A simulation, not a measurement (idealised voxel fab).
Title: Process Module voxel air gaps
Square cell edge 5 nm, section width 265 nm, ID cut.
We lay out every cross-section as a grid of square cells and spell it out in bands from the top down, where one band means one or more rows of cells. First you get the band's top height and its bottom height, in nm, and then the materials it's made of, left to right, with each width in nm. If you see a single material with "everywhere", that one covers the band edge to edge. "blank" is empty space. Heights are expressed relative to 0, this being the level below which the as-received wafer comprises one material exclusively. The lowest band is unbounded in the downward direction and is denoted as in "from 0 down". Width: "30->40" (first number = top row, second number = bottom row, same change from row to row of cells). Step marked "nothing different"? Then no cell in the cross-section changed in it. In the "Encapsulated voids" entry, you get each enclosed empty space of 8 cells or more, one with no open way to the top, written width x height at distance, distance from the left edge, in nm. It should be noted that, on the line of a given step, the content following the step's settings is a remark produced by the simulator itself with respect to that step. "overlay nm" answers the question of how far to the right of plan the mask lay on a step that has a mask, and when it is negative the answer is to the left.

Process steps - plan:
| 1 | RECEIVE with material Si |
| 2 | CONFORMAL_DEP with material SiO2, thk nm 10 |
| 3 | CONFORMAL_DEP with material SiN, thk nm 5 |
| 4 | DIRECTIONAL_DEP with material lowk, thk nm 30 |
| 5 | PATTERN with tone open, mask id LINES, material resist, width nm 25, pitch nm 50, thk nm 15, overlay nm 0 |
| 6 | DIRECTIONAL_ETCH with etch materials lowk, depth nm 30 |
| 7 | STRIP with etch materials resist |
| 8 | CONFORMAL_DEP with material TiN, thk nm 5 |
| 9 | FILL_DEP with material Ru, thk nm 10 |
| 10 | CMP with height nm 45 |
| 11 | EPI with material Ru, thk nm 10 |
| 12 | SELECTIVE_ETCH with etch materials lowk, depth nm 40 |
| 13 | CONFORMAL_DEP with material SiCN, thk nm 5 |

Cross-section, incoming material, after step 1:
from 0 down: Si everywhere
Encapsulated voids: none

Cross-sectional image of the first of two wafers at the end of the module, the run having proceeded as planned:
from 60 to 55: blank (30); SiCN (205); blank (30)
from 55 to 45: blank (30); SiCN (5); Ru (45); SiCN (5); Ru (45); SiCN (5); Ru (45); SiCN (5); Ru (45); SiCN (5); blank (30)
from 45 to 40: blank (30); SiCN (15); TiN (5); Ru (15); TiN (5); SiCN (25); TiN (5); Ru (15); TiN (5); SiCN (25); TiN (5); Ru (15); TiN (5); SiCN (25); TiN (5); Ru (15); TiN (5); SiCN (15); blank (30)
from 40 to 20: blank (40); SiCN (5); TiN (5); Ru (15); TiN (5); SiCN (5); blank (15); SiCN (5); TiN (5); Ru (15); TiN (5); SiCN (5); blank (15); SiCN (5); TiN (5); Ru (15); TiN (5); SiCN (5); blank (15); SiCN (5); TiN (5); Ru (15); TiN (5); SiCN (5); blank (40)
from 20 to 15: SiCN (45); TiN (25); SiCN (25); TiN (25); SiCN (25); TiN (25); SiCN (25); TiN (25); SiCN (45)
from 15 to 10: SiN everywhere
from 10 to 0: SiO2 everywhere
from 0 down: Si everywhere
Encapsulated voids: 15 x 20 at 75; 15 x 20 at 125; 15 x 20 at 175

Cross-section of the latter of the two wafers at module completion. It had an identical start and an identical plan to the former; in running it, one mistake was made:
from 60 to 55: blank (20); SiCN (205); blank (40)
from 55 to 45: blank (20); SiCN (5); Ru (45); SiCN (5); Ru (45); SiCN (5); Ru (45); SiCN (5); Ru (45); SiCN (5); blank (40)
from 45 to 40: blank (20); SiCN (15); TiN (5); Ru (15); TiN (5); SiCN (25); TiN (5); Ru (15); TiN (5); SiCN (25); TiN (5); Ru (15); TiN (5); SiCN (25); TiN (5); Ru (15); TiN (5); SiCN (15); blank (40)
from 40 to 20: blank (30); SiCN (5); TiN (5); Ru (15); TiN (5); SiCN (5); blank (15); SiCN (5); TiN (5); Ru (15); TiN (5); SiCN (5); blank (15); SiCN (5); TiN (5); Ru (15); TiN (5); SiCN (5); blank (15); SiCN (5); TiN (5); Ru (15); TiN (5); SiCN (5); blank (50)
from 20 to 15: SiCN (35); TiN (25); SiCN (25); TiN (25); SiCN (25); TiN (25); SiCN (25); TiN (25); SiCN (55)
from 15 to 10: SiN everywhere
from 10 to 0: SiO2 everywhere
from 0 down: Si everywhere
Encapsulated voids: 15 x 20 at 65; 15 x 20 at 115; 15 x 20 at 165
Plan not followed: the process deviated at step 5: the operation and settings actually run there were PATTERN with tone open, mask id LINES, material resist, width nm 25, pitch nm 50, thk nm 15, overlay nm -10
Upon completion, the cell count for each material on the second wafer equals that on the first, whereas the spatial distribution of those cells differs.
